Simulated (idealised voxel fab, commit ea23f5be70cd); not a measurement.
process module | voxel self aligned vias
cross-section cut | 255 nm wide | cells 5 nm
A cross-section is a grid of square cells, given in bands from the top down. A band is one or more rows of cells.
Each band's line starts with the height of the band's top and of its bottom, in nm. Then come its materials from left to right, each with its width in nm. One material with "throughout" fills the band from edge to edge. "air" is empty space.
Height 0 is the level under which the wafer as received is all one material. The lowest band goes on downwards, as in "0 down".
A width such as "30 to 40" changes by the same amount from each row of cells to the next, from the band's top row to its bottom row.
"no change" after a step means that no cell of the cross-section changed.
closed voids: empty space of 8 cells or more with no open way to the top, each as width x height at its distance from the left edge, in nm
after a step's settings: what the simulator itself notes on the step
overlay nm, on a step with a mask: how far to the right of its planned place the mask lay; to the left if negative
plan
1 op RECEIVE | material Si
2 op CONFORMAL_DEP | material SiO2 | thk nm 10
3 op CONFORMAL_DEP | material SiCN | thk nm 5
4 op DIRECTIONAL_DEP | material lowk | thk nm 30
5 op PATTERN | tone open | mask id LINES | material resist | width nm 25 | pitch nm 70 | thk nm 15 | overlay nm 0
6 op DIRECTIONAL_ETCH | etch materials lowk | depth nm 30
7 op STRIP | etch materials resist
8 op CONFORMAL_DEP | material TiN | thk nm 5
9 op FILL_DEP | material Ru | thk nm 5
10 op CMP | height nm 45
11 op SELECTIVE_ETCH | etch materials W Ru TiN | depth nm 5
12 op FILL_DEP | material SiN | thk nm 10
13 op CMP | height nm 45
14 op DIRECTIONAL_DEP | material lowk | thk nm 15
15 op DIRECTIONAL_DEP | material aC | thk nm 10
16 op PATTERN | tone open | mask id VIAS | material resist | width nm 45 | thk nm 30 | overlay nm 0
17 op DIRECTIONAL_ETCH | etch materials aC | depth nm 10
18 op STRIP | etch materials resist
19 op DIRECTIONAL_ETCH | etch materials lowk | depth nm 15
20 op DIRECTIONAL_ETCH | etch materials SiN | depth nm 5
21 op STRIP | etch materials aC
22 op CONFORMAL_DEP | material TiN | thk nm 5
23 op FILL_DEP | material Ru | thk nm 5
24 op CMP | height nm 60
25 op CONFORMAL_DEP | material SiN | thk nm 5
varied across the wafers: thk nm of step 8. The plan shows the first wafer's value. All wafers start alike
first wafer as received, after step 1
  0 down: Si throughout
  closed voids: none
first wafer at the end, after step 25
  65 to 60: SiN throughout
  60 to 50: lowk 70 | TiN 5 | Ru 35 | TiN 5 | lowk 140
  50 to 45: lowk 70 | TiN 15 | Ru 15 | TiN 15 | lowk 140
  45 to 40: lowk 80 | TiN 25 | lowk 45 | SiN 25 | lowk 80
  40 to 20: lowk 80 | TiN 5 | Ru 15 | TiN 5 | lowk 45 | TiN 5 | Ru 15 | TiN 5 | lowk 80
  20 to 15: lowk 80 | TiN 25 | lowk 45 | TiN 25 | lowk 80
  15 to 10: SiCN throughout
  10 to 0: SiO2 throughout
  0 down: Si throughout
  closed voids: none
last wafer at the end
  65 to 60: SiN throughout
  60 to 50: lowk 70 | TiN 5 | Ru 35 | TiN 5 | lowk 140
  50 to 45: lowk 70 | TiN 15 | Ru 15 | TiN 15 | lowk 140
  45 to 40: lowk 80 | TiN 25 | lowk 45 | SiN 25 | lowk 80
  40 to 15: lowk 80 | TiN 25 | lowk 45 | TiN 25 | lowk 80
  15 to 10: SiCN throughout
  10 to 0: SiO2 throughout
  0 down: Si throughout
  closed voids: none
each wafer at the end: cells of each material gained (+) or lost (-) since it was received, then its closed voids
thk nm 5 | +41 Ru | +51 SiCN | +56 SiN | +102 SiO2 | +41 TiN | +372 lowk | closed voids: none
thk nm 10 | +23 Ru | +51 SiCN | +56 SiN | +102 SiO2 | +59 TiN | +372 lowk | closed voids: none
thk nm 15 | +17 Ru | +51 SiCN | +56 SiN | +102 SiO2 | +65 TiN | +372 lowk | closed voids: none
thk nm 20 | +17 Ru | +51 SiCN | +56 SiN | +102 SiO2 | +65 TiN | +372 lowk | closed voids: none
